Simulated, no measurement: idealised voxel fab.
The following process module bears the name voxel trench capacitor.
Displayed cross-section: cut, width of 255 nm, square cells sized 5 nm.
A cross-section is a grid of square cells, given in bands from the top down. A band is one or more rows of cells. It is stipulated that each band's entry specify, in nanometres, the height of the top of the band and then that of its bottom, followed by the materials of the band in left-to-right sequence, each together with its width in nanometres. A single material marked by the word "full width" is understood to fill the band from edge to edge; the word "empty" is understood to denote empty space. Zero point of the height axis is 0; under it, received wafer = one material. Lowest band: continues down indefinitely, "0 nm and below". A width given as "30->40" starts at the first number in the band's top row and ends at the second number in its bottom row, shifting by an equal amount at every step from row to row. A step reported as "changes: none" is a step in which no cell of the cross-section changed. "Completely enclosed voids" lists enclosed empty spaces (at least 8 cells, no open path upward to the top), each as width x height at distance from the left edge, in nm. On each step's line, the part that comes after the settings is the simulator's own comment on the step. "overlay nm" on a masked step: distance the mask lay right of its planned place, negative for left.

# Listed below are the process steps as planned
1: op RECEIVE | material Si
2: op CONFORMAL_DEP | material SiN | thk nm 5
3: op PATTERN | tone open | mask id TRENCH | material resist | width nm 25 | pitch nm 40 | thk nm 20 | overlay nm 0
4: op DIRECTIONAL_ETCH | etch materials SiN | depth nm 5
5: op DIRECTIONAL_ETCH | etch materials Si | depth nm 30
6: op STRIP | etch materials resist
7: op CONFORMAL_DEP | material HfO2 | thk nm 5
8: op CONFORMAL_DEP | material TiN | thk nm 5
9: op FILL_DEP | material W | thk nm 5
10: op CMP | height nm 5

# The following pertains to the first of two wafers, which was processed as planned

# Step 1 complete: cross-section of the wafer as received
* 0 nm and below = Si full width
* Completely enclosed voids: none

# Upon completion of step 2, the wafer appears in cross-section as shown
* 5 nm to 0 nm = SiN full width
* Whatever lies below 0 is exactly as it was before.

# Upon completion of step 3, the wafer appears in cross-section as shown
* 25 nm to 5 nm = 95 nm resist  25 nm empty  15 nm resist  25 nm empty  95 nm resist
* Whatever lies below 5 is exactly as it was before.

# Upon completion of step 4, the wafer appears in cross-section as shown
* 25 nm to 5 nm = 95 nm resist  25 nm empty  15 nm resist  25 nm empty  95 nm resist
* 5 nm to 0 nm = 95 nm SiN  25 nm empty  15 nm SiN  25 nm empty  95 nm SiN
* Whatever lies below 0 is exactly as it was before.

# Upon completion of step 5, the wafer appears in cross-section as shown
* 25 nm to 5 nm = 95 nm resist  25 nm empty  15 nm resist  25 nm empty  95 nm resist
* 5 nm to 0 nm = 95 nm SiN  25 nm empty  15 nm SiN  25 nm empty  95 nm SiN
* 0 nm to -30 nm = 95 nm Si  25 nm empty  15 nm Si  25 nm empty  95 nm Si
* Whatever lies below -30 is exactly as it was before.

# Upon completion of step 6, the wafer appears in cross-section as shown
* 5 nm to 0 nm = 95 nm SiN  25 nm empty  15 nm SiN  25 nm empty  95 nm SiN
* Whatever lies below 0 is exactly as it was before.

# Upon completion of step 7, the wafer appears in cross-section as shown
* 10 nm to 5 nm = 100 nm HfO2  15 nm empty  25 nm HfO2  15 nm empty  100 nm HfO2
* 5 nm to 0 nm = 95 nm SiN  5 nm HfO2  15 nm empty  5 nm HfO2  15 nm SiN  5 nm HfO2  15 nm empty  5 nm HfO2  95 nm SiN
* 0 nm to -25 nm = 95 nm Si  5 nm HfO2  15 nm empty  5 nm HfO2  15 nm Si  5 nm HfO2  15 nm empty  5 nm HfO2  95 nm Si
* -25 nm to -30 nm = 95 nm Si  25 nm HfO2  15 nm Si  25 nm HfO2  95 nm Si
* Whatever lies below -30 is exactly as it was before.

# Upon completion of step 8, the wafer appears in cross-section as shown
* 15 nm to 10 nm = 105 nm TiN  5 nm empty  35 nm TiN  5 nm empty  105 nm TiN
* 10 nm to 5 nm = 100 nm HfO2  5 nm TiN  5 nm empty  5 nm TiN  25 nm HfO2  5 nm TiN  5 nm empty  5 nm TiN  100 nm HfO2
* 5 nm to 0 nm = 95 nm SiN  5 nm HfO2  5 nm TiN  5 nm empty  5 nm TiN  5 nm HfO2  15 nm SiN  5 nm HfO2  5 nm TiN  5 nm empty  5 nm TiN  5 nm HfO2  95 nm SiN
* 0 nm to -20 nm = 95 nm Si  5 nm HfO2  5 nm TiN  5 nm empty  5 nm TiN  5 nm HfO2  15 nm Si  5 nm HfO2  5 nm TiN  5 nm empty  5 nm TiN  5 nm HfO2  95 nm Si
* -20 nm to -25 nm = 95 nm Si  5 nm HfO2  15 nm TiN  5 nm HfO2  15 nm Si  5 nm HfO2  15 nm TiN  5 nm HfO2  95 nm Si
* Whatever lies below -25 is exactly as it was before.

# Upon completion of step 9, the wafer appears in cross-section as shown
* 20 nm to 15 nm = W full width
* 15 nm to 10 nm = 105 nm TiN  5 nm W  35 nm TiN  5 nm W  105 nm TiN
* 10 nm to 5 nm = 100 nm HfO2  5 nm TiN  5 nm W  5 nm TiN  25 nm HfO2  5 nm TiN  5 nm W  5 nm TiN  100 nm HfO2
* 5 nm to 0 nm = 95 nm SiN  5 nm HfO2  5 nm TiN  5 nm W  5 nm TiN  5 nm HfO2  15 nm SiN  5 nm HfO2  5 nm TiN  5 nm W  5 nm TiN  5 nm HfO2  95 nm SiN
* 0 nm to -20 nm = 95 nm Si  5 nm HfO2  5 nm TiN  5 nm W  5 nm TiN  5 nm HfO2  15 nm Si  5 nm HfO2  5 nm TiN  5 nm W  5 nm TiN  5 nm HfO2  95 nm Si
* Whatever lies below -20 is exactly as it was before.

# Upon completion of step 10, the wafer appears in cross-section as shown
* 5 nm to 0 nm = 95 nm SiN  5 nm HfO2  5 nm TiN  5 nm W  5 nm TiN  5 nm HfO2  15 nm SiN  5 nm HfO2  5 nm TiN  5 nm W  5 nm TiN  5 nm HfO2  95 nm SiN
* Whatever lies below 0 is exactly as it was before.

# second wafer: like start, like plan, one mistake. Through step 6 it matches the first wafer

# Second wafer, section view, time point: scheduled end of step 7
* 10 nm to 5 nm = 100 nm TiN  15 nm empty  25 nm TiN  15 nm empty  100 nm TiN
* 5 nm to 0 nm = 95 nm SiN  5 nm TiN  15 nm empty  5 nm TiN  15 nm SiN  5 nm TiN  15 nm empty  5 nm TiN  95 nm SiN
* 0 nm to -25 nm = 95 nm Si  5 nm TiN  15 nm empty  5 nm TiN  15 nm Si  5 nm TiN  15 nm empty  5 nm TiN  95 nm Si
* -25 nm to -30 nm = 95 nm Si  25 nm TiN  15 nm Si  25 nm TiN  95 nm Si
* Whatever lies below -30 is exactly as it was before.

# Second wafer, section view, time point: scheduled end of step 8
* 15 nm to 10 nm = 105 nm HfO2  5 nm empty  35 nm HfO2  5 nm empty  105 nm HfO2
* 10 nm to 5 nm = 100 nm TiN  5 nm HfO2  5 nm empty  5 nm HfO2  25 nm TiN  5 nm HfO2  5 nm empty  5 nm HfO2  100 nm TiN
* 5 nm to 0 nm = 95 nm SiN  5 nm TiN  5 nm HfO2  5 nm empty  5 nm HfO2  5 nm TiN  15 nm SiN  5 nm TiN  5 nm HfO2  5 nm empty  5 nm HfO2  5 nm TiN  95 nm SiN
* 0 nm to -20 nm = 95 nm Si  5 nm TiN  5 nm HfO2  5 nm empty  5 nm HfO2  5 nm TiN  15 nm Si  5 nm TiN  5 nm HfO2  5 nm empty  5 nm HfO2  5 nm TiN  95 nm Si
* -20 nm to -25 nm = 95 nm Si  5 nm TiN  15 nm HfO2  5 nm TiN  15 nm Si  5 nm TiN  15 nm HfO2  5 nm TiN  95 nm Si
* Whatever lies below -25 is exactly as it was before.

# Second wafer, section view, time point: scheduled end of step 9
* 20 nm to 15 nm = W full width
* 15 nm to 10 nm = 105 nm HfO2  5 nm W  35 nm HfO2  5 nm W  105 nm HfO2
* 10 nm to 5 nm = 100 nm TiN  5 nm HfO2  5 nm W  5 nm HfO2  25 nm TiN  5 nm HfO2  5 nm W  5 nm HfO2  100 nm TiN
* 5 nm to 0 nm = 95 nm SiN  5 nm TiN  5 nm HfO2  5 nm W  5 nm HfO2  5 nm TiN  15 nm SiN  5 nm TiN  5 nm HfO2  5 nm W  5 nm HfO2  5 nm TiN  95 nm SiN
* 0 nm to -20 nm = 95 nm Si  5 nm TiN  5 nm HfO2  5 nm W  5 nm HfO2  5 nm TiN  15 nm Si  5 nm TiN  5 nm HfO2  5 nm W  5 nm HfO2  5 nm TiN  95 nm Si
* Whatever lies below -20 is exactly as it was before.

# Second wafer, section view, time point: scheduled end of step 10
* 5 nm to 0 nm = 95 nm SiN  5 nm TiN  5 nm HfO2  5 nm W  5 nm HfO2  5 nm TiN  15 nm SiN  5 nm TiN  5 nm HfO2  5 nm W  5 nm HfO2  5 nm TiN  95 nm SiN
* Whatever lies below 0 is exactly as it was before.
Misprocessing identified: steps 7 and 8: order swapped relative to plan
Final difference in cells, second wafer against first, listed per material as more or fewer: 8 fewer of HfO2, 8 more of TiN
